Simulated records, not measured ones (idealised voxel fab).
The following is a process module called voxel wiring stack.
It is cross-section cut that appears here, measuring 260 nm in width, its square cells being 5 nm in size.
We lay out every cross-section as a grid of square cells and spell it out in bands from the top down, where one band means one or more rows of cells.
Each band's line starts with the height of the band's top and of its bottom, in nm. Then come its materials from left to right, each with its width in nm. One material with "everywhere" fills the band from edge to edge. "empty" is empty space.
Measure heights from 0. That's the level where, below it, the as-received wafer is all one material. The lowest band is bottomless and extends downward; write it as in "from 0 down".
The two numbers in a width such as "30->40" mark its ends across the band: the first belongs to the top row of cells, the second to the bottom row, and from each row to the next the width moves by the same amount.
For the purposes of this document, the phrase "identical to before" attached to a step denotes that no cell within the cross-section was modified by that step.
"Unvented voids" enumerates empty spaces isolated from the top, with no open way to it, that contain at least 8 cells, giving each as width x height at distance from the left edge, all three in nm.
What comes after the settings on a step's line is commentary from the simulator itself on that step.
overlay nm, on a step with a mask: how far to the right of its planned place the mask lay; to the left if negative
The planned process steps are enumerated hereunder
| 1 | RECEIVE: material Si |
| 2 | CONFORMAL_DEP: material SiO2, thk nm 10 |
| 3 | CONFORMAL_DEP: material SiCN, thk nm 5 |
| 4 | DIRECTIONAL_DEP: material SiO2, thk nm 25 |
| 5 | MASKED_ETCH: tone open, mask id METAL_1, width nm 30, pitch nm 55, etch materials SiO2, depth nm 25, overlay nm 0 |
| 6 | MASKED_ETCH: tone open, mask id METAL_1, width nm 30, pitch nm 55, etch materials SiCN, depth nm 5, overlay nm 0 |
| 7 | CONFORMAL_DEP: material TiN, thk nm 5 |
| 8 | FILL_DEP: material Cu, thk nm 5 |
| 9 | CMP: height nm 40 |
| 10 | CONFORMAL_DEP: material SiCN, thk nm 5 |
| 11 | DIRECTIONAL_DEP: material SiO2, thk nm 35 |
| 12 | PATTERN: tone open, mask id METAL_2_HOLES, material resist, width nm 15, pitch nm 55, thk nm 15, overlay nm 0 |
| 13 | DIRECTIONAL_ETCH: etch materials SiO2, depth nm 35 |
| 14 | STRIP: etch materials resist |
| 15 | PATTERN: tone open, mask id METAL_2, material resist, width nm 30, pitch nm 55, thk nm 20, overlay nm 0 |
| 16 | DIRECTIONAL_ETCH: etch materials SiO2, depth nm 20 |
| 17 | DIRECTIONAL_ETCH: etch materials SiCN, depth nm 5 |
| 18 | STRIP: etch materials resist |
| 19 | CONFORMAL_DEP: material TiN, thk nm 5 |
| 20 | FILL_DEP: material Ru, thk nm 5 |
| 21 | CMP: height nm 80 |
| 22 | CONFORMAL_DEP: material SiCN, thk nm 5 |
| 23 | DIRECTIONAL_DEP: material SiO2, thk nm 25 |
| 24 | PATTERN: tone open, mask id METAL_3, material resist, width nm 30, pitch nm 55, thk nm 15, overlay nm 0 |
| 25 | DIRECTIONAL_ETCH: etch materials SiO2, depth nm 15 |
| 26 | STRIP: etch materials resist |
| 27 | PATTERN: tone open, mask id METAL_3_HOLES, material resist, width nm 15, pitch nm 55, thk nm 20, overlay nm 0 |
| 28 | DIRECTIONAL_ETCH: etch materials SiO2, depth nm 10 |
| 29 | DIRECTIONAL_ETCH: etch materials SiCN, depth nm 5 |
| 30 | STRIP: etch materials resist |
| 31 | CONFORMAL_DEP: material TiN, thk nm 5 |
| 32 | FILL_DEP: material Ru, thk nm 5 |
| 33 | CMP: height nm 110 |
| 34 | CONFORMAL_DEP: material SiCN, thk nm 5 |
First out of two wafers; run went to plan
Incoming wafer, cross-sectional view, post step 1
  from 0 down  Si everywhere
  Unvented voids: none
Cross-section: wafer state after step 2
  from 10 to 0  SiO2 everywhere
  Below a height of 0, the structure has not been altered.
Cross-section: wafer state after step 3
  from 15 to 10  SiCN everywhere
  Below a height of 10, the structure has not been altered.
Cross-section: wafer state after step 4
  from 40 to 15  SiO2 everywhere
  Below a height of 15, the structure has not been altered.
Cross-section: wafer state after step 5
  from 40 to 15  30 of SiO2 | 30 of empty | 25 of SiO2 | 30 of empty | 25 of SiO2 | 30 of empty | 25 of SiO2 | 30 of empty | 35 of SiO2
  Below a height of 15, the structure has not been altered.
Cross-section: wafer state after step 6
  from 40 to 15  30 of SiO2 | 30 of empty | 25 of SiO2 | 30 of empty | 25 of SiO2 | 30 of empty | 25 of SiO2 | 30 of empty | 35 of SiO2
  from 15 to 10  30 of SiCN | 30 of empty | 25 of SiCN | 30 of empty | 25 of SiCN | 30 of empty | 25 of SiCN | 30 of empty | 35 of SiCN
  Below a height of 10, the structure has not been altered.
Cross-section: wafer state after step 7
  from 45 to 40  35 of TiN | 20 of empty | 35 of TiN | 20 of empty | 35 of TiN | 20 of empty | 35 of TiN | 20 of empty | 40 of TiN
  from 40 to 15  30 of SiO2 | 5 of TiN | 20 of empty | 5 of TiN | 25 of SiO2 | 5 of TiN | 20 of empty | 5 of TiN | 25 of SiO2 | 5 of TiN | 20 of empty | 5 of TiN | 25 of SiO2 | 5 of TiN | 20 of empty | 5 of TiN | 35 of SiO2
  from 15 to 10  30 of SiCN | 30 of TiN | 25 of SiCN | 30 of TiN | 25 of SiCN | 30 of TiN | 25 of SiCN | 30 of TiN | 35 of SiCN
  Below a height of 10, the structure has not been altered.
Cross-section: wafer state after step 8
  from 50 to 45  Cu everywhere
  from 45 to 40  35 of TiN | 20 of Cu | 35 of TiN | 20 of Cu | 35 of TiN | 20 of Cu | 35 of TiN | 20 of Cu | 40 of TiN
  from 40 to 15  30 of SiO2 | 5 of TiN | 20 of Cu | 5 of TiN | 25 of SiO2 | 5 of TiN | 20 of Cu | 5 of TiN | 25 of SiO2 | 5 of TiN | 20 of Cu | 5 of TiN | 25 of SiO2 | 5 of TiN | 20 of Cu | 5 of TiN | 35 of SiO2
  Below a height of 15, the structure has not been altered.
Cross-section: wafer state after step 9
  from 40 to 15  30 of SiO2 | 5 of TiN | 20 of Cu | 5 of TiN | 25 of SiO2 | 5 of TiN | 20 of Cu | 5 of TiN | 25 of SiO2 | 5 of TiN | 20 of Cu | 5 of TiN | 25 of SiO2 | 5 of TiN | 20 of Cu | 5 of TiN | 35 of SiO2
  Below a height of 15, the structure has not been altered.
Cross-section: wafer state after step 10
  from 45 to 40  SiCN everywhere
  Below a height of 40, the structure has not been altered.
Cross-section: wafer state after step 11
  from 80 to 45  SiO2 everywhere
  Below a height of 45, the structure has not been altered.
Cross-section: wafer state after step 12
  from 95 to 80  30 of resist | 15 of empty | 40 of resist | 15 of empty | 40 of resist | 15 of empty | 40 of resist | 15 of empty | 50 of resist
  Below a height of 80, the structure has not been altered.
Cross-section: wafer state after step 13
  from 95 to 80  30 of resist | 15 of empty | 40 of resist | 15 of empty | 40 of resist | 15 of empty | 40 of resist | 15 of empty | 50 of resist
  from 80 to 45  30 of SiO2 | 15 of empty | 40 of SiO2 | 15 of empty | 40 of SiO2 | 15 of empty | 40 of SiO2 | 15 of empty | 50 of SiO2
  Below a height of 45, the structure has not been altered.
Cross-section: wafer state after step 14
  from 80 to 45  30 of SiO2 | 15 of empty | 40 of SiO2 | 15 of empty | 40 of SiO2 | 15 of empty | 40 of SiO2 | 15 of empty | 50 of SiO2
  Below a height of 45, the structure has not been altered.
Cross-section: wafer state after step 15
  from 100 to 80  30 of resist | 30 of empty | 25 of resist | 30 of empty | 25 of resist | 30 of empty | 25 of resist | 30 of empty | 35 of resist
  Below a height of 80, the structure has not been altered.
Cross-section: wafer state after step 16
  from 100 to 80  30 of resist | 30 of empty | 25 of resist | 30 of empty | 25 of resist | 30 of empty | 25 of resist | 30 of empty | 35 of resist
  from 80 to 60  30 of SiO2 | 30 of empty | 25 of SiO2 | 30 of empty | 25 of SiO2 | 30 of empty | 25 of SiO2 | 30 of empty | 35 of SiO2
  Below a height of 60, the structure has not been altered.
Cross-section: wafer state after step 17
  from 100 to 80  30 of resist | 30 of empty | 25 of resist | 30 of empty | 25 of resist | 30 of empty | 25 of resist | 30 of empty | 35 of resist
  from 80 to 60  30 of SiO2 | 30 of empty | 25 of SiO2 | 30 of empty | 25 of SiO2 | 30 of empty | 25 of SiO2 | 30 of empty | 35 of SiO2
  from 60 to 45  30 of SiO2 | 15 of empty | 40 of SiO2 | 15 of empty | 40 of SiO2 | 15 of empty | 40 of SiO2 | 15 of empty | 50 of SiO2
  from 45 to 40  30 of SiCN | 15 of empty | 40 of SiCN | 15 of empty | 40 of SiCN | 15 of empty | 40 of SiCN | 15 of empty | 50 of SiCN
  Below a height of 40, the structure has not been altered.
Cross-section: wafer state after step 18
  from 80 to 60  30 of SiO2 | 30 of empty | 25 of SiO2 | 30 of empty | 25 of SiO2 | 30 of empty | 25 of SiO2 | 30 of empty | 35 of SiO2
  Below a height of 60, the structure has not been altered.
Cross-section: wafer state after step 19
  from 85 to 80  35 of TiN | 20 of empty | 35 of TiN | 20 of empty | 35 of TiN | 20 of empty | 35 of TiN | 20 of empty | 40 of TiN
  from 80 to 65  30 of SiO2 | 5 of TiN | 20 of empty | 5 of TiN | 25 of SiO2 | 5 of TiN | 20 of empty | 5 of TiN | 25 of SiO2 | 5 of TiN | 20 of empty | 5 of TiN | 25 of SiO2 | 5 of TiN | 20 of empty | 5 of TiN | 35 of SiO2
  from 65 to 60  30 of SiO2 | 5 of TiN | 5 of empty | 20 of TiN | 25 of SiO2 | 5 of TiN | 5 of empty | 20 of TiN | 25 of SiO2 | 5 of TiN | 5 of empty | 20 of TiN | 25 of SiO2 | 5 of TiN | 5 of empty | 20 of TiN | 35 of SiO2
  from 60 to 45  30 of SiO2 | 5 of TiN | 5 of empty | 5 of TiN | 40 of SiO2 | 5 of TiN | 5 of empty | 5 of TiN | 40 of SiO2 | 5 of TiN | 5 of empty | 5 of TiN | 40 of SiO2 | 5 of TiN | 5 of empty | 5 of TiN | 50 of SiO2
  from 45 to 40  30 of SiCN | 15 of TiN | 40 of SiCN | 15 of TiN | 40 of SiCN | 15 of TiN | 40 of SiCN | 15 of TiN | 50 of SiCN
  Below a height of 40, the structure has not been altered.
Cross-section: wafer state after step 20
  from 90 to 85  Ru everywhere
  from 85 to 80  35 of TiN | 20 of Ru | 35 of TiN | 20 of Ru | 35 of TiN | 20 of Ru | 35 of TiN | 20 of Ru | 40 of TiN
  from 80 to 65  30 of SiO2 | 5 of TiN | 20 of Ru | 5 of TiN | 25 of SiO2 | 5 of TiN | 20 of Ru | 5 of TiN | 25 of SiO2 | 5 of TiN | 20 of Ru | 5 of TiN | 25 of SiO2 | 5 of TiN | 20 of Ru | 5 of TiN | 35 of SiO2
  from 65 to 60  30 of SiO2 | 5 of TiN | 5 of Ru | 20 of TiN | 25 of SiO2 | 5 of TiN | 5 of Ru | 20 of TiN | 25 of SiO2 | 5 of TiN | 5 of Ru | 20 of TiN | 25 of SiO2 | 5 of TiN | 5 of Ru | 20 of TiN | 35 of SiO2
  from 60 to 45  30 of SiO2 | 5 of TiN | 5 of Ru | 5 of TiN | 40 of SiO2 | 5 of TiN | 5 of Ru | 5 of TiN | 40 of SiO2 | 5 of TiN | 5 of Ru | 5 of TiN | 40 of SiO2 | 5 of TiN | 5 of Ru | 5 of TiN | 50 of SiO2
  Below a height of 45, the structure has not been altered.
Cross-section: wafer state after step 21
  from 80 to 65  30 of SiO2 | 5 of TiN | 20 of Ru | 5 of TiN | 25 of SiO2 | 5 of TiN | 20 of Ru | 5 of TiN | 25 of SiO2 | 5 of TiN | 20 of Ru | 5 of TiN | 25 of SiO2 | 5 of TiN | 20 of Ru | 5 of TiN | 35 of SiO2
  Below a height of 65, the structure has not been altered.
Cross-section: wafer state after step 22
  from 85 to 80  SiCN everywhere
  Below a height of 80, the structure has not been altered.
Cross-section: wafer state after step 23
  from 110 to 85  SiO2 everywhere
  Below a height of 85, the structure has not been altered.
Cross-section: wafer state after step 24
  from 125 to 110  30 of resist | 30 of empty | 25 of resist | 30 of empty | 25 of resist | 30 of empty | 25 of resist | 30 of empty | 35 of resist
  Below a height of 110, the structure has not been altered.
Cross-section: wafer state after step 25
  from 125 to 110  30 of resist | 30 of empty | 25 of resist | 30 of empty | 25 of resist | 30 of empty | 25 of resist | 30 of empty | 35 of resist
  from 110 to 95  30 of SiO2 | 30 of empty | 25 of SiO2 | 30 of empty | 25 of SiO2 | 30 of empty | 25 of SiO2 | 30 of empty | 35 of SiO2
  Below a height of 95, the structure has not been altered.
Cross-section: wafer state after step 26
  from 110 to 95  30 of SiO2 | 30 of empty | 25 of SiO2 | 30 of empty | 25 of SiO2 | 30 of empty | 25 of SiO2 | 30 of empty | 35 of SiO2
  Below a height of 95, the structure has not been altered.
Cross-section: wafer state after step 27
  from 130 to 110  30 of resist | 15 of empty | 40 of resist | 15 of empty | 40 of resist | 15 of empty | 40 of resist | 15 of empty | 50 of resist
  from 110 to 95  30 of SiO2 | 15 of empty | 15 of resist | 25 of SiO2 | 15 of empty | 15 of resist | 25 of SiO2 | 15 of empty | 15 of resist | 25 of SiO2 | 15 of empty | 15 of resist | 35 of SiO2
  Below a height of 95, the structure has not been altered.
Cross-section: wafer state after step 28
  from 130 to 110  30 of resist | 15 of empty | 40 of resist | 15 of empty | 40 of resist | 15 of empty | 40 of resist | 15 of empty | 50 of resist
  from 110 to 95  30 of SiO2 | 15 of empty | 15 of resist | 25 of SiO2 | 15 of empty | 15 of resist | 25 of SiO2 | 15 of empty | 15 of resist | 25 of SiO2 | 15 of empty | 15 of resist | 35 of SiO2
  from 95 to 85  30 of SiO2 | 15 of empty | 40 of SiO2 | 15 of empty | 40 of SiO2 | 15 of empty | 40 of SiO2 | 15 of empty | 50 of SiO2
  Below a height of 85, the structure has not been altered.
Cross-section: wafer state after step 29
  from 130 to 110  30 of resist | 15 of empty | 40 of resist | 15 of empty | 40 of resist | 15 of empty | 40 of resist | 15 of empty | 50 of resist
  from 110 to 95  30 of SiO2 | 15 of empty | 15 of resist | 25 of SiO2 | 15 of empty | 15 of resist | 25 of SiO2 | 15 of empty | 15 of resist | 25 of SiO2 | 15 of empty | 15 of resist | 35 of SiO2
  from 95 to 85  30 of SiO2 | 15 of empty | 40 of SiO2 | 15 of empty | 40 of SiO2 | 15 of empty | 40 of SiO2 | 15 of empty | 50 of SiO2
  from 85 to 80  30 of SiCN | 15 of empty | 40 of SiCN | 15 of empty | 40 of SiCN | 15 of empty | 40 of SiCN | 15 of empty | 50 of SiCN
  Below a height of 80, the structure has not been altered.
Cross-section: wafer state after step 30
  from 110 to 95  30 of SiO2 | 30 of empty | 25 of SiO2 | 30 of empty | 25 of SiO2 | 30 of empty | 25 of SiO2 | 30 of empty | 35 of SiO2
  Below a height of 95, the structure has not been altered.
Cross-section: wafer state after step 31
  from 115 to 110  35 of TiN | 20 of empty | 35 of TiN | 20 of empty | 35 of TiN | 20 of empty | 35 of TiN | 20 of empty | 40 of TiN
  from 110 to 100  30 of SiO2 | 5 of TiN | 20 of empty | 5 of TiN | 25 of SiO2 | 5 of TiN | 20 of empty | 5 of TiN | 25 of SiO2 | 5 of TiN | 20 of empty | 5 of TiN | 25 of SiO2 | 5 of TiN | 20 of empty | 5 of TiN | 35 of SiO2
  from 100 to 95  30 of SiO2 | 5 of TiN | 5 of empty | 20 of TiN | 25 of SiO2 | 5 of TiN | 5 of empty | 20 of TiN | 25 of SiO2 | 5 of TiN | 5 of empty | 20 of TiN | 25 of SiO2 | 5 of TiN | 5 of empty | 20 of TiN | 35 of SiO2
  from 95 to 85  30 of SiO2 | 5 of TiN | 5 of empty | 5 of TiN | 40 of SiO2 | 5 of TiN | 5 of empty | 5 of TiN | 40 of SiO2 | 5 of TiN | 5 of empty | 5 of TiN | 40 of SiO2 | 5 of TiN | 5 of empty | 5 of TiN | 50 of SiO2
  from 85 to 80  30 of SiCN | 15 of TiN | 40 of SiCN | 15 of TiN | 40 of SiCN | 15 of TiN | 40 of SiCN | 15 of TiN | 50 of SiCN
  Below a height of 80, the structure has not been altered.
Cross-section: wafer state after step 32
  from 120 to 115  Ru everywhere
  from 115 to 110  35 of TiN | 20 of Ru | 35 of TiN | 20 of Ru | 35 of TiN | 20 of Ru | 35 of TiN | 20 of Ru | 40 of TiN
  from 110 to 100  30 of SiO2 | 5 of TiN | 20 of Ru | 5 of TiN | 25 of SiO2 | 5 of TiN | 20 of Ru | 5 of TiN | 25 of SiO2 | 5 of TiN | 20 of Ru | 5 of TiN | 25 of SiO2 | 5 of TiN | 20 of Ru | 5 of TiN | 35 of SiO2
  from 100 to 95  30 of SiO2 | 5 of TiN | 5 of Ru | 20 of TiN | 25 of SiO2 | 5 of TiN | 5 of Ru | 20 of TiN | 25 of SiO2 | 5 of TiN | 5 of Ru | 20 of TiN | 25 of SiO2 | 5 of TiN | 5 of Ru | 20 of TiN | 35 of SiO2
  from 95 to 85  30 of SiO2 | 5 of TiN | 5 of Ru | 5 of TiN | 40 of SiO2 | 5 of TiN | 5 of Ru | 5 of TiN | 40 of SiO2 | 5 of TiN | 5 of Ru | 5 of TiN | 40 of SiO2 | 5 of TiN | 5 of Ru | 5 of TiN | 50 of SiO2
  Below a height of 85, the structure has not been altered.
Cross-section: wafer state after step 33
  from 110 to 100  30 of SiO2 | 5 of TiN | 20 of Ru | 5 of TiN | 25 of SiO2 | 5 of TiN | 20 of Ru | 5 of TiN | 25 of SiO2 | 5 of TiN | 20 of Ru | 5 of TiN | 25 of SiO2 | 5 of TiN | 20 of Ru | 5 of TiN | 35 of SiO2
  Below a height of 100, the structure has not been altered.
Cross-section: wafer state after step 34
  from 115 to 110  SiCN everywhere
  Below a height of 110, the structure has not been altered.
Regarding the second of the two wafers: it shared the first wafer's starting condition and process plan, yet one error occurred during its execution. Its history coincides with that of the first wafer up to and including step 26
Second wafer, sectioned view, at step 27's planned end time: identical to before
Second wafer, sectioned view, at step 28's planned end time
  from 100 to 85  30 of SiO2 | 30 of empty | 25 of SiO2 | 30 of empty | 25 of SiO2 | 30 of empty | 25 of SiO2 | 30 of empty | 35 of SiO2
  Below a height of 85, the structure has not been altered.
Second wafer, sectioned view, at step 29's planned end time
  from 100 to 85  30 of SiO2 | 30 of empty | 25 of SiO2 | 30 of empty | 25 of SiO2 | 30 of empty | 25 of SiO2 | 30 of empty | 35 of SiO2
  from 85 to 80  30 of SiCN | 30 of empty | 25 of SiCN | 30 of empty | 25 of SiCN | 30 of empty | 25 of SiCN | 30 of empty | 35 of SiCN
  Below a height of 80, the structure has not been altered.
Second wafer, sectioned view, at step 30's planned end time: identical to before
Second wafer, sectioned view, at step 31's planned end time
  from 105 to 100  35 of TiN | 20 of empty | 35 of TiN | 20 of empty | 35 of TiN | 20 of empty | 35 of TiN | 20 of empty | 40 of TiN
  from 100 to 85  30 of SiO2 | 5 of TiN | 20 of empty | 5 of TiN | 25 of SiO2 | 5 of TiN | 20 of empty | 5 of TiN | 25 of SiO2 | 5 of TiN | 20 of empty | 5 of TiN | 25 of SiO2 | 5 of TiN | 20 of empty | 5 of TiN | 35 of SiO2
  from 85 to 80  30 of SiCN | 30 of TiN | 25 of SiCN | 30 of TiN | 25 of SiCN | 30 of TiN | 25 of SiCN | 30 of TiN | 35 of SiCN
  Below a height of 80, the structure has not been altered.
Second wafer, sectioned view, at step 32's planned end time
  from 110 to 105  Ru everywhere
  from 105 to 100  35 of TiN | 20 of Ru | 35 of TiN | 20 of Ru | 35 of TiN | 20 of Ru | 35 of TiN | 20 of Ru | 40 of TiN
  from 100 to 85  30 of SiO2 | 5 of TiN | 20 of Ru | 5 of TiN | 25 of SiO2 | 5 of TiN | 20 of Ru | 5 of TiN | 25 of SiO2 | 5 of TiN | 20 of Ru | 5 of TiN | 25 of SiO2 | 5 of TiN | 20 of Ru | 5 of TiN | 35 of SiO2
  Below a height of 85, the structure has not been altered.
Second wafer, sectioned view, at step 33's planned end time: identical to before
Second wafer, sectioned view, at step 34's planned end time
  from 115 to 110  SiCN everywhere
  Below a height of 110, the structure has not been altered.
Processing error: step 27 of the plan was jumped over and never run
Final comparison by cell count, materials where the second wafer has more or fewer than the first: Ru: 72 more, SiCN: 12 fewer, SiO2: 80 fewer, TiN: 20 more
